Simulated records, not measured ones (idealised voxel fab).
Herein follows the process module entitled voxel transistor to metal.
In the cross-section labelled cut, the width is 185 nm and each square cell is 5 nm.
Cross-section = grid of square cells, listed top down in bands; band = one or more rows.
The entry gives the band's vertical extent as a top height and a bottom height in nm, then its horizontal make-up as materials from left to right, each with a width in nm. "air" stands for empty space; a single material marked "all across" fills the band edge to edge.
Below 0: as-received wafer, all one material; heights counted from there. Lowest band: no bottom, goes on down, written "0 -> down".
Width: "30..40" (first number = top row, second number = bottom row, same change from row to row of cells).
"identical to before" means the step left every cell of the cross-section as it was.
"Fully sealed voids" lists enclosed empty spaces (at least 8 cells, no open path upward to the top), each as width x height at distance from the left edge, in nm.
Where a step's line continues beyond its settings, the continuation is a remark by the simulator itself on that step.
"overlay nm" denotes, for a step that has a mask, the displacement of the mask to the right of its planned place, with negative values corresponding to the left.
## Process steps - plan
1 RECEIVE: material Si
2 CONFORMAL_DEP: material SiO2, thk nm 5
3 CONFORMAL_DEP: material SiN, thk nm 10
4 PATTERN: tone cover, mask id ACTIVE, material resist, width nm 115, thk nm 20, overlay nm 0
5 DIRECTIONAL_ETCH: etch materials SiN, depth nm 10
6 DIRECTIONAL_ETCH: etch materials SiO2, depth nm 5
7 DIRECTIONAL_ETCH: etch materials Si, depth nm 35
8 STRIP: etch materials resist
9 OXIDIZE: depth nm 5
10 FILL_DEP: material SiO2, thk nm 5
11 CMP: height nm 15
12 SELECTIVE_ETCH: etch materials SiO2, depth nm 10
13 STRIP: etch materials SiN
14 SELECTIVE_ETCH: etch materials SiO2, depth nm 5
15 OXIDIZE: depth nm 5
16 DIRECTIONAL_DEP: material polySi, thk nm 25
17 DIRECTIONAL_DEP: material SiCN, thk nm 15
18 MASKED_ETCH: tone cover, mask id GATE, width nm 25, etch materials SiCN, depth nm 25, overlay nm 0
19 MASKED_ETCH: tone cover, mask id GATE, width nm 25, etch materials polySi, depth nm 35, overlay nm 0
20 CONFORMAL_DEP: material SiO2, thk nm 5
21 DIRECTIONAL_ETCH: etch materials SiO2, depth nm 5
22 CONFORMAL_DEP: material SiN, thk nm 10
23 DIRECTIONAL_ETCH: etch materials SiN, depth nm 10
24 DIRECTIONAL_ETCH: etch materials SiO2, depth nm 5
25 EPI: material pSi, thk nm 5
26 FILL_DEP: material SiO2, thk nm 10
27 CMP: height nm 25
28 STRIP: etch materials polySi
29 SELECTIVE_ETCH: etch materials SiO2, depth nm 5
30 CONFORMAL_DEP: material HfO2, thk nm 5
31 CONFORMAL_DEP: material TiN, thk nm 5
32 FILL_DEP: material W, thk nm 10
33 CMP: height nm 20
34 DIRECTIONAL_DEP: material SiO2, thk nm 15
35 PATTERN: tone open, mask id CONTACT, material resist, width nm 15, pitch nm 80, thk nm 20, overlay nm 0
36 DIRECTIONAL_ETCH: etch materials SiO2, depth nm 35
37 STRIP: etch materials resist
38 CONFORMAL_DEP: material TiN, thk nm 5
39 FILL_DEP: material Ru, thk nm 5
40 CMP: height nm 35
41 CONFORMAL_DEP: material SiN, thk nm 5
42 DIRECTIONAL_DEP: material lowk, thk nm 20
43 MASKED_ETCH: tone open, mask id METAL_1, width nm 15, pitch nm 80, etch materials lowk, depth nm 20, overlay nm 0
44 MASKED_ETCH: tone open, mask id METAL_1, width nm 15, pitch nm 80, etch materials SiN, depth nm 5, overlay nm 0
45 CONFORMAL_DEP: material TiN, thk nm 5
46 FILL_DEP: material Cu, thk nm 10
47 CMP: height nm 60
48 CONFORMAL_DEP: material SiN, thk nm 5
## Concerning the first of two wafers, which was run in accordance with the plan
## As-received state of the wafer in cross-section, equivalent to post-step 1
	0 -> down  Si all across
	Fully sealed voids: none
## Upon completion of step 2, the wafer appears in cross-section as shown
	5 -> 0  SiO2 all across
	Nothing below the height 0 has changed.
## Upon completion of step 3, the wafer appears in cross-section as shown
	15 -> 5  SiN all across
	Nothing below the height 5 has changed.
## Upon completion of step 4, the wafer appears in cross-section as shown
	35 -> 15  air=35; resist=115; air=35
	Nothing below the height 15 has changed.
## Upon completion of step 5, the wafer appears in cross-section as shown
	35 -> 15  air=35; resist=115; air=35
	15 -> 5  air=35; SiN=115; air=35
	Nothing below the height 5 has changed.
## Upon completion of step 6, the wafer appears in cross-section as shown
	35 -> 15  air=35; resist=115; air=35
	15 -> 5  air=35; SiN=115; air=35
	5 -> 0  air=35; SiO2=115; air=35
	Nothing below the height 0 has changed.
## Upon completion of step 7, the wafer appears in cross-section as shown
	35 -> 15  air=35; resist=115; air=35
	15 -> 5  air=35; SiN=115; air=35
	5 -> 0  air=35; SiO2=115; air=35
	0 -> -35  air=35; Si=115; air=35
	Nothing below the height -35 has changed.
## Upon completion of step 8, the wafer appears in cross-section as shown
	15 -> 5  air=35; SiN=115; air=35
	Nothing below the height 5 has changed.
## Upon completion of step 9, the wafer appears in cross-section as shown
	15 -> 5  air=35; SiN=115; air=35
	5 -> 0  air=35; SiO2=115; air=35
	0 -> -35  air=35; SiO2=5; Si=105; SiO2=5; air=35
	-35 -> -40  SiO2=40; Si=105; SiO2=40
	Nothing below the height -40 has changed.
## Upon completion of step 10, the wafer appears in cross-section as shown
	20 -> 15  SiO2 all across
	15 -> 5  SiO2=35; SiN=115; SiO2=35
	5 -> 0  SiO2 all across
	0 -> -40  SiO2=40; Si=105; SiO2=40
	Nothing below the height -40 has changed.
## Upon completion of step 11, the wafer appears in cross-section as shown
	15 -> 5  SiO2=35; SiN=115; SiO2=35
	Nothing below the height 5 has changed.
## Upon completion of step 12, the wafer appears in cross-section as shown
	15 -> 5  air=35; SiN=115; air=35
	Nothing below the height 5 has changed.
## Upon completion of step 13, the wafer appears in cross-section as shown
	5 -> 0  SiO2 all across
	Nothing below the height 0 has changed.
## Upon completion of step 14, the wafer appears in cross-section as shown
	0 -> -40  SiO2=40; Si=105; SiO2=40
	Nothing below the height -40 has changed.
## Upon completion of step 15, the wafer appears in cross-section as shown
	0 -> -5  SiO2 all across
	Nothing below the height -5 has changed.
## Upon completion of step 16, the wafer appears in cross-section as shown
	25 -> 0  polySi all across
	Nothing below the height 0 has changed.
## Upon completion of step 17, the wafer appears in cross-section as shown
	40 -> 25  SiCN all across
	Nothing below the height 25 has changed.
## Upon completion of step 18, the wafer appears in cross-section as shown
	40 -> 25  air=80; SiCN=25; air=80
	Nothing below the height 25 has changed.
## Upon completion of step 19, the wafer appears in cross-section as shown
	40 -> 25  air=80; SiCN=25; air=80
	25 -> 0  air=80; polySi=25; air=80
	Nothing below the height 0 has changed.
## Upon completion of step 20, the wafer appears in cross-section as shown
	45 -> 40  air=75; SiO2=35; air=75
	40 -> 25  air=75; SiO2=5; SiCN=25; SiO2=5; air=75
	25 -> 5  air=75; SiO2=5; polySi=25; SiO2=5; air=75
	5 -> 0  SiO2=80; polySi=25; SiO2=80
	Nothing below the height 0 has changed.
## Upon completion of step 21, the wafer appears in cross-section as shown
	40 -> 25  air=75; SiO2=5; SiCN=25; SiO2=5; air=75
	25 -> 0  air=75; SiO2=5; polySi=25; SiO2=5; air=75
	Nothing below the height 0 has changed.
## Upon completion of step 22, the wafer appears in cross-section as shown
	50 -> 40  air=65; SiN=55; air=65
	40 -> 25  air=65; SiN=10; SiO2=5; SiCN=25; SiO2=5; SiN=10; air=65
	25 -> 10  air=65; SiN=10; SiO2=5; polySi=25; SiO2=5; SiN=10; air=65
	10 -> 0  SiN=75; SiO2=5; polySi=25; SiO2=5; SiN=75
	Nothing below the height 0 has changed.
## Upon completion of step 23, the wafer appears in cross-section as shown
	40 -> 25  air=65; SiN=10; SiO2=5; SiCN=25; SiO2=5; SiN=10; air=65
	25 -> 0  air=65; SiN=10; SiO2=5; polySi=25; SiO2=5; SiN=10; air=65
	Nothing below the height 0 has changed.
## Upon completion of step 24, the wafer appears in cross-section as shown
	40 -> 35  air=65; SiN=10; air=5; SiCN=25; air=5; SiN=10; air=65
	35 -> 25  air=65; SiN=10; SiO2=5; SiCN=25; SiO2=5; SiN=10; air=65
	25 -> 0  air=65; SiN=10; SiO2=5; polySi=25; SiO2=5; SiN=10; air=65
	0 -> -5  air=65; SiO2=55; air=65
	Nothing below the height -5 has changed.
## Upon completion of step 25, the wafer appears in cross-section as shown
	40 -> 35  air=65; SiN=10; air=5; SiCN=25; air=5; SiN=10; air=65
	35 -> 25  air=65; SiN=10; SiO2=5; SiCN=25; SiO2=5; SiN=10; air=65
	25 -> 0  air=65; SiN=10; SiO2=5; polySi=25; SiO2=5; SiN=10; air=65
	0 -> -5  air=35; pSi=30; SiO2=55; pSi=30; air=35
	Nothing below the height -5 has changed.
## Upon completion of step 26, the wafer appears in cross-section as shown
	50 -> 40  SiO2 all across
	40 -> 25  SiO2=65; SiN=10; SiO2=5; SiCN=25; SiO2=5; SiN=10; SiO2=65
	25 -> 0  SiO2=65; SiN=10; SiO2=5; polySi=25; SiO2=5; SiN=10; SiO2=65
	0 -> -5  SiO2=35; pSi=30; SiO2=55; pSi=30; SiO2=35
	Nothing below the height -5 has changed.
## Upon completion of step 27, the wafer appears in cross-section as shown
	25 -> 0  SiO2=65; SiN=10; SiO2=5; polySi=25; SiO2=5; SiN=10; SiO2=65
	Nothing below the height 0 has changed.
## Upon completion of step 28, the wafer appears in cross-section as shown
	25 -> 0  SiO2=65; SiN=10; SiO2=5; air=25; SiO2=5; SiN=10; SiO2=65
	Nothing below the height 0 has changed.
## Upon completion of step 29, the wafer appears in cross-section as shown
	25 -> 20  air=65; SiN=10; air=35; SiN=10; air=65
	20 -> 0  SiO2=65; SiN=10; air=35; SiN=10; SiO2=65
	0 -> -5  SiO2=35; pSi=30; SiO2=10; air=35; SiO2=10; pSi=30; SiO2=35
	Nothing below the height -5 has changed.
## Upon completion of step 30, the wafer appears in cross-section as shown
	30 -> 25  air=60; HfO2=20; air=25; HfO2=20; air=60
	25 -> 20  HfO2=65; SiN=10; HfO2=5; air=25; HfO2=5; SiN=10; HfO2=65
	20 -> 0  SiO2=65; SiN=10; HfO2=5; air=25; HfO2=5; SiN=10; SiO2=65
	0 -> -5  SiO2=35; pSi=30; SiO2=10; HfO2=35; SiO2=10; pSi=30; SiO2=35
	Nothing below the height -5 has changed.
## Upon completion of step 31, the wafer appears in cross-section as shown
	35 -> 30  air=55; TiN=30; air=15; TiN=30; air=55
	30 -> 25  TiN=60; HfO2=20; TiN=5; air=15; TiN=5; HfO2=20; TiN=60
	25 -> 20  HfO2=65; SiN=10; HfO2=5; TiN=5; air=15; TiN=5; HfO2=5; SiN=10; HfO2=65
	20 -> 5  SiO2=65; SiN=10; HfO2=5; TiN=5; air=15; TiN=5; HfO2=5; SiN=10; SiO2=65
	5 -> 0  SiO2=65; SiN=10; HfO2=5; TiN=25; HfO2=5; SiN=10; SiO2=65
	Nothing below the height 0 has changed.
## Upon completion of step 32, the wafer appears in cross-section as shown
	45 -> 35  W all across
	35 -> 30  W=55; TiN=30; W=15; TiN=30; W=55
	30 -> 25  TiN=60; HfO2=20; TiN=5; W=15; TiN=5; HfO2=20; TiN=60
	25 -> 20  HfO2=65; SiN=10; HfO2=5; TiN=5; W=15; TiN=5; HfO2=5; SiN=10; HfO2=65
	20 -> 5  SiO2=65; SiN=10; HfO2=5; TiN=5; W=15; TiN=5; HfO2=5; SiN=10; SiO2=65
	Nothing below the height 5 has changed.
## Upon completion of step 33, the wafer appears in cross-section as shown
	20 -> 5  SiO2=65; SiN=10; HfO2=5; TiN=5; W=15; TiN=5; HfO2=5; SiN=10; SiO2=65
	Nothing below the height 5 has changed.
## Upon completion of step 34, the wafer appears in cross-section as shown
	35 -> 20  SiO2 all across
	Nothing below the height 20 has changed.
## Upon completion of step 35, the wafer appears in cross-section as shown
	55 -> 35  resist=45; air=15; resist=65; air=15; resist=45
	Nothing below the height 35 has changed.
## Upon completion of step 36, the wafer appears in cross-section as shown
	55 -> 35  resist=45; air=15; resist=65; air=15; resist=45
	35 -> 20  SiO2=45; air=15; SiO2=65; air=15; SiO2=45
	20 -> 5  SiO2=45; air=15; SiO2=5; SiN=10; HfO2=5; TiN=5; W=15; TiN=5; HfO2=5; SiN=10; SiO2=5; air=15; SiO2=45
	5 -> 0  SiO2=45; air=15; SiO2=5; SiN=10; HfO2=5; TiN=25; HfO2=5; SiN=10; SiO2=5; air=15; SiO2=45
	Nothing below the height 0 has changed.
## Upon completion of step 37, the wafer appears in cross-section as shown
	35 -> 20  SiO2=45; air=15; SiO2=65; air=15; SiO2=45
	Nothing below the height 20 has changed.
## Upon completion of step 38, the wafer appears in cross-section as shown
	40 -> 35  TiN=50; air=5; TiN=75; air=5; TiN=50
	35 -> 20  SiO2=45; TiN=5; air=5; TiN=5; SiO2=65; TiN=5; air=5; TiN=5; SiO2=45
	20 -> 5  SiO2=45; TiN=5; air=5; TiN=5; SiO2=5; SiN=10; HfO2=5; TiN=5; W=15; TiN=5; HfO2=5; SiN=10; SiO2=5; TiN=5; air=5; TiN=5; SiO2=45
	5 -> 0  SiO2=45; TiN=15; SiO2=5; SiN=10; HfO2=5; TiN=25; HfO2=5; SiN=10; SiO2=5; TiN=15; SiO2=45
	Nothing below the height 0 has changed.
## Upon completion of step 39, the wafer appears in cross-section as shown
	45 -> 40  Ru all across
	40 -> 35  TiN=50; Ru=5; TiN=75; Ru=5; TiN=50
	35 -> 20  SiO2=45; TiN=5; Ru=5; TiN=5; SiO2=65; TiN=5; Ru=5; TiN=5; SiO2=45
	20 -> 5  SiO2=45; TiN=5; Ru=5; TiN=5; SiO2=5; SiN=10; HfO2=5; TiN=5; W=15; TiN=5; HfO2=5; SiN=10; SiO2=5; TiN=5; Ru=5; TiN=5; SiO2=45
	Nothing below the height 5 has changed.
## Upon completion of step 40, the wafer appears in cross-section as shown
	35 -> 20  SiO2=45; TiN=5; Ru=5; TiN=5; SiO2=65; TiN=5; Ru=5; TiN=5; SiO2=45
	Nothing below the height 20 has changed.
## Upon completion of step 41, the wafer appears in cross-section as shown
	40 -> 35  SiN all across
	Nothing below the height 35 has changed.
## Upon completion of step 42, the wafer appears in cross-section as shown
	60 -> 40  lowk all across
	Nothing below the height 40 has changed.
## Upon completion of step 43, the wafer appears in cross-section as shown
	60 -> 40  lowk=45; air=15; lowk=65; air=15; lowk=45
	Nothing below the height 40 has changed.
## Upon completion of step 44, the wafer appears in cross-section as shown
	60 -> 40  lowk=45; air=15; lowk=65; air=15; lowk=45
	40 -> 35  SiN=45; air=15; SiN=65; air=15; SiN=45
	Nothing below the height 35 has changed.
## Upon completion of step 45, the wafer appears in cross-section as shown
	65 -> 60  TiN=50; air=5; TiN=75; air=5; TiN=50
	60 -> 40  lowk=45; TiN=5; air=5; TiN=5; lowk=65; TiN=5; air=5; TiN=5; lowk=45
	40 -> 35  SiN=45; TiN=15; SiN=65; TiN=15; SiN=45
	Nothing below the height 35 has changed.
## Upon completion of step 46, the wafer appears in cross-section as shown
	75 -> 65  Cu all across
	65 -> 60  TiN=50; Cu=5; TiN=75; Cu=5; TiN=50
	60 -> 40  lowk=45; TiN=5; Cu=5; TiN=5; lowk=65; TiN=5; Cu=5; TiN=5; lowk=45
	Nothing below the height 40 has changed.
## Upon completion of step 47, the wafer appears in cross-section as shown
	60 -> 40  lowk=45; TiN=5; Cu=5; TiN=5; lowk=65; TiN=5; Cu=5; TiN=5; lowk=45
	Nothing below the height 40 has changed.
## Upon completion of step 48, the wafer appears in cross-section as shown
	65 -> 60  SiN all across
	Nothing below the height 60 has changed.
## The Second Wafer: Common Origin and Plan, One Mistake in Execution, Identical to the First Through Step 3
## Second wafer, cut view, end of step 4 per plan
	35 -> 15  resist=35; air=115; resist=35
	Nothing below the height 15 has changed.
## Second wafer, cut view, end of step 5 per plan
	35 -> 15  resist=35; air=115; resist=35
	15 -> 5  SiN=35; air=115; SiN=35
	Nothing below the height 5 has changed.
## Second wafer, cut view, end of step 6 per plan
	35 -> 15  resist=35; air=115; resist=35
	15 -> 5  SiN=35; air=115; SiN=35
	5 -> 0  SiO2=35; air=115; SiO2=35
	Nothing below the height 0 has changed.
## Second wafer, cut view, end of step 7 per plan
	35 -> 15  resist=35; air=115; resist=35
	15 -> 5  SiN=35; air=115; SiN=35
	5 -> 0  SiO2=35; air=115; SiO2=35
	0 -> -35  Si=35; air=115; Si=35
	Nothing below the height -35 has changed.
## Second wafer, cut view, end of step 8 per plan
	15 -> 5  SiN=35; air=115; SiN=35
	Nothing below the height 5 has changed.
## Second wafer, cut view, end of step 9 per plan
	15 -> 5  SiN=35; air=115; SiN=35
	5 -> 0  SiO2=35; air=115; SiO2=35
	0 -> -35  Si=30; SiO2=5; air=115; SiO2=5; Si=30
	-35 -> -40  Si=30; SiO2=125; Si=30
	Nothing below the height -40 has changed.
## Second wafer, cut view, end of step 10 per plan
	20 -> 15  SiO2 all across
	15 -> 5  SiN=35; SiO2=115; SiN=35
	5 -> 0  SiO2 all across
	0 -> -40  Si=30; SiO2=125; Si=30
	Nothing below the height -40 has changed.
## Second wafer, cut view, end of step 11 per plan
	15 -> 5  SiN=35; SiO2=115; SiN=35
	Nothing below the height 5 has changed.
## Second wafer, cut view, end of step 12 per plan
	15 -> 5  SiN=35; air=115; SiN=35
	Nothing below the height 5 has changed.
## Second wafer, cut view, end of step 13 per plan
	5 -> 0  SiO2 all across
	Nothing below the height 0 has changed.
## Second wafer, cut view, end of step 14 per plan
	0 -> -40  Si=30; SiO2=125; Si=30
	Nothing below the height -40 has changed.
## Second wafer, cut view, end of step 15 per plan
	0 -> -5  SiO2 all across
	Nothing below the height -5 has changed.
## Second wafer, cut view, end of step 16 per plan
	25 -> 0  polySi all across
	Nothing below the height 0 has changed.
## Second wafer, cut view, end of step 17 per plan
	40 -> 25  SiCN all across
	Nothing below the height 25 has changed.
## Second wafer, cut view, end of step 18 per plan
	40 -> 25  air=80; SiCN=25; air=80
	Nothing below the height 25 has changed.
## Second wafer, cut view, end of step 19 per plan
	40 -> 25  air=80; SiCN=25; air=80
	25 -> 0  air=80; polySi=25; air=80
	Nothing below the height 0 has changed.
## Second wafer, cut view, end of step 20 per plan
	45 -> 40  air=75; SiO2=35; air=75
	40 -> 25  air=75; SiO2=5; SiCN=25; SiO2=5; air=75
	25 -> 5  air=75; SiO2=5; polySi=25; SiO2=5; air=75
	5 -> 0  SiO2=80; polySi=25; SiO2=80
	Nothing below the height 0 has changed.
## Second wafer, cut view, end of step 21 per plan
	40 -> 25  air=75; SiO2=5; SiCN=25; SiO2=5; air=75
	25 -> 0  air=75; SiO2=5; polySi=25; SiO2=5; air=75
	Nothing below the height 0 has changed.
## Second wafer, cut view, end of step 22 per plan
	50 -> 40  air=65; SiN=55; air=65
	40 -> 25  air=65; SiN=10; SiO2=5; SiCN=25; SiO2=5; SiN=10; air=65
	25 -> 10  air=65; SiN=10; SiO2=5; polySi=25; SiO2=5; SiN=10; air=65
	10 -> 0  SiN=75; SiO2=5; polySi=25; SiO2=5; SiN=75
	Nothing below the height 0 has changed.
## Second wafer, cut view, end of step 23 per plan
	40 -> 25  air=65; SiN=10; SiO2=5; SiCN=25; SiO2=5; SiN=10; air=65
	25 -> 0  air=65; SiN=10; SiO2=5; polySi=25; SiO2=5; SiN=10; air=65
	Nothing below the height 0 has changed.
## Second wafer, cut view, end of step 24 per plan
	40 -> 35  air=65; SiN=10; air=5; SiCN=25; air=5; SiN=10; air=65
	35 -> 25  air=65; SiN=10; SiO2=5; SiCN=25; SiO2=5; SiN=10; air=65
	25 -> 0  air=65; SiN=10; SiO2=5; polySi=25; SiO2=5; SiN=10; air=65
	0 -> -5  air=65; SiO2=55; air=65
	Nothing below the height -5 has changed.
## Second wafer, cut view, end of step 25 per plan
	40 -> 35  air=65; SiN=10; air=5; SiCN=25; air=5; SiN=10; air=65
	35 -> 25  air=65; SiN=10; SiO2=5; SiCN=25; SiO2=5; SiN=10; air=65
	25 -> 0  air=65; SiN=10; SiO2=5; polySi=25; SiO2=5; SiN=10; air=65
	0 -> -5  pSi=35; air=30; SiO2=55; air=30; pSi=35
	Nothing below the height -5 has changed.
## Second wafer, cut view, end of step 26 per plan
	50 -> 40  SiO2 all across
	40 -> 25  SiO2=65; SiN=10; SiO2=5; SiCN=25; SiO2=5; SiN=10; SiO2=65
	25 -> 0  SiO2=65; SiN=10; SiO2=5; polySi=25; SiO2=5; SiN=10; SiO2=65
	0 -> -5  pSi=35; SiO2=115; pSi=35
	Nothing below the height -5 has changed.
## Second wafer, cut view, end of step 27 per plan
	25 -> 0  SiO2=65; SiN=10; SiO2=5; polySi=25; SiO2=5; SiN=10; SiO2=65
	Nothing below the height 0 has changed.
## Second wafer, cut view, end of step 28 per plan
	25 -> 0  SiO2=65; SiN=10; SiO2=5; air=25; SiO2=5; SiN=10; SiO2=65
	Nothing below the height 0 has changed.
## Second wafer, cut view, end of step 29 per plan
	25 -> 20  air=65; SiN=10; air=35; SiN=10; air=65
	20 -> 0  SiO2=65; SiN=10; air=35; SiN=10; SiO2=65
	0 -> -5  pSi=35; SiO2=40; air=35; SiO2=40; pSi=35
	Nothing below the height -5 has changed.
## Second wafer, cut view, end of step 30 per plan
	30 -> 25  air=60; HfO2=20; air=25; HfO2=20; air=60
	25 -> 20  HfO2=65; SiN=10; HfO2=5; air=25; HfO2=5; SiN=10; HfO2=65
	20 -> 0  SiO2=65; SiN=10; HfO2=5; air=25; HfO2=5; SiN=10; SiO2=65
	0 -> -5  pSi=35; SiO2=40; HfO2=35; SiO2=40; pSi=35
	Nothing below the height -5 has changed.
## Second wafer, cut view, end of step 31 per plan
	35 -> 30  air=55; TiN=30; air=15; TiN=30; air=55
	30 -> 25  TiN=60; HfO2=20; TiN=5; air=15; TiN=5; HfO2=20; TiN=60
	25 -> 20  HfO2=65; SiN=10; HfO2=5; TiN=5; air=15; TiN=5; HfO2=5; SiN=10; HfO2=65
	20 -> 5  SiO2=65; SiN=10; HfO2=5; TiN=5; air=15; TiN=5; HfO2=5; SiN=10; SiO2=65
	5 -> 0  SiO2=65; SiN=10; HfO2=5; TiN=25; HfO2=5; SiN=10; SiO2=65
	Nothing below the height 0 has changed.
## Second wafer, cut view, end of step 32 per plan
	45 -> 35  W all across
	35 -> 30  W=55; TiN=30; W=15; TiN=30; W=55
	30 -> 25  TiN=60; HfO2=20; TiN=5; W=15; TiN=5; HfO2=20; TiN=60
	25 -> 20  HfO2=65; SiN=10; HfO2=5; TiN=5; W=15; TiN=5; HfO2=5; SiN=10; HfO2=65
	20 -> 5  SiO2=65; SiN=10; HfO2=5; TiN=5; W=15; TiN=5; HfO2=5; SiN=10; SiO2=65
	Nothing below the height 5 has changed.
## Second wafer, cut view, end of step 33 per plan
	20 -> 5  SiO2=65; SiN=10; HfO2=5; TiN=5; W=15; TiN=5; HfO2=5; SiN=10; SiO2=65
	Nothing below the height 5 has changed.
## Second wafer, cut view, end of step 34 per plan
	35 -> 20  SiO2 all across
	Nothing below the height 20 has changed.
## Second wafer, cut view, end of step 35 per plan
	55 -> 35  resist=45; air=15; resist=65; air=15; resist=45
	Nothing below the height 35 has changed.
## Second wafer, cut view, end of step 36 per plan
	55 -> 35  resist=45; air=15; resist=65; air=15; resist=45
	35 -> 20  SiO2=45; air=15; SiO2=65; air=15; SiO2=45
	20 -> 5  SiO2=45; air=15; SiO2=5; SiN=10; HfO2=5; TiN=5; W=15; TiN=5; HfO2=5; SiN=10; SiO2=5; air=15; SiO2=45
	5 -> 0  SiO2=45; air=15; SiO2=5; SiN=10; HfO2=5; TiN=25; HfO2=5; SiN=10; SiO2=5; air=15; SiO2=45
	Nothing below the height 0 has changed.
## Second wafer, cut view, end of step 37 per plan
	35 -> 20  SiO2=45; air=15; SiO2=65; air=15; SiO2=45
	Nothing below the height 20 has changed.
## Second wafer, cut view, end of step 38 per plan
	40 -> 35  TiN=50; air=5; TiN=75; air=5; TiN=50
	35 -> 20  SiO2=45; TiN=5; air=5; TiN=5; SiO2=65; TiN=5; air=5; TiN=5; SiO2=45
	20 -> 5  SiO2=45; TiN=5; air=5; TiN=5; SiO2=5; SiN=10; HfO2=5; TiN=5; W=15; TiN=5; HfO2=5; SiN=10; SiO2=5; TiN=5; air=5; TiN=5; SiO2=45
	5 -> 0  SiO2=45; TiN=15; SiO2=5; SiN=10; HfO2=5; TiN=25; HfO2=5; SiN=10; SiO2=5; TiN=15; SiO2=45
	Nothing below the height 0 has changed.
## Second wafer, cut view, end of step 39 per plan
	45 -> 40  Ru all across
	40 -> 35  TiN=50; Ru=5; TiN=75; Ru=5; TiN=50
	35 -> 20  SiO2=45; TiN=5; Ru=5; TiN=5; SiO2=65; TiN=5; Ru=5; TiN=5; SiO2=45
	20 -> 5  SiO2=45; TiN=5; Ru=5; TiN=5; SiO2=5; SiN=10; HfO2=5; TiN=5; W=15; TiN=5; HfO2=5; SiN=10; SiO2=5; TiN=5; Ru=5; TiN=5; SiO2=45
	Nothing below the height 5 has changed.
## Second wafer, cut view, end of step 40 per plan
	35 -> 20  SiO2=45; TiN=5; Ru=5; TiN=5; SiO2=65; TiN=5; Ru=5; TiN=5; SiO2=45
	Nothing below the height 20 has changed.
## Second wafer, cut view, end of step 41 per plan
	40 -> 35  SiN all across
	Nothing below the height 35 has changed.
## Second wafer, cut view, end of step 42 per plan
	60 -> 40  lowk all across
	Nothing below the height 40 has changed.
## Second wafer, cut view, end of step 43 per plan
	60 -> 40  lowk=45; air=15; lowk=65; air=15; lowk=45
	Nothing below the height 40 has changed.
## Second wafer, cut view, end of step 44 per plan
	60 -> 40  lowk=45; air=15; lowk=65; air=15; lowk=45
	40 -> 35  SiN=45; air=15; SiN=65; air=15; SiN=45
	Nothing below the height 35 has changed.
## Second wafer, cut view, end of step 45 per plan
	65 -> 60  TiN=50; air=5; TiN=75; air=5; TiN=50
	60 -> 40  lowk=45; TiN=5; air=5; TiN=5; lowk=65; TiN=5; air=5; TiN=5; lowk=45
	40 -> 35  SiN=45; TiN=15; SiN=65; TiN=15; SiN=45
	Nothing below the height 35 has changed.
## Second wafer, cut view, end of step 46 per plan
	75 -> 65  Cu all across
	65 -> 60  TiN=50; Cu=5; TiN=75; Cu=5; TiN=50
	60 -> 40  lowk=45; TiN=5; Cu=5; TiN=5; lowk=65; TiN=5; Cu=5; TiN=5; lowk=45
	Nothing below the height 40 has changed.
## Second wafer, cut view, end of step 47 per plan
	60 -> 40  lowk=45; TiN=5; Cu=5; TiN=5; lowk=65; TiN=5; Cu=5; TiN=5; lowk=45
	Nothing below the height 40 has changed.
## Second wafer, cut view, end of step 48 per plan
	65 -> 60  SiN all across
	Nothing below the height 60 has changed.
The plan and the run diverged here: it should be noted that step 4 was executed with settings other than those planned, the operation and settings actually applied being PATTERN: tone open, mask id ACTIVE, material resist, width nm 115, thk nm 20, overlay nm 0
Final wafer comparison in cells, second versus first, more or fewer per material: Si: 63 fewer, SiO2: 61 more, pSi: 2 more
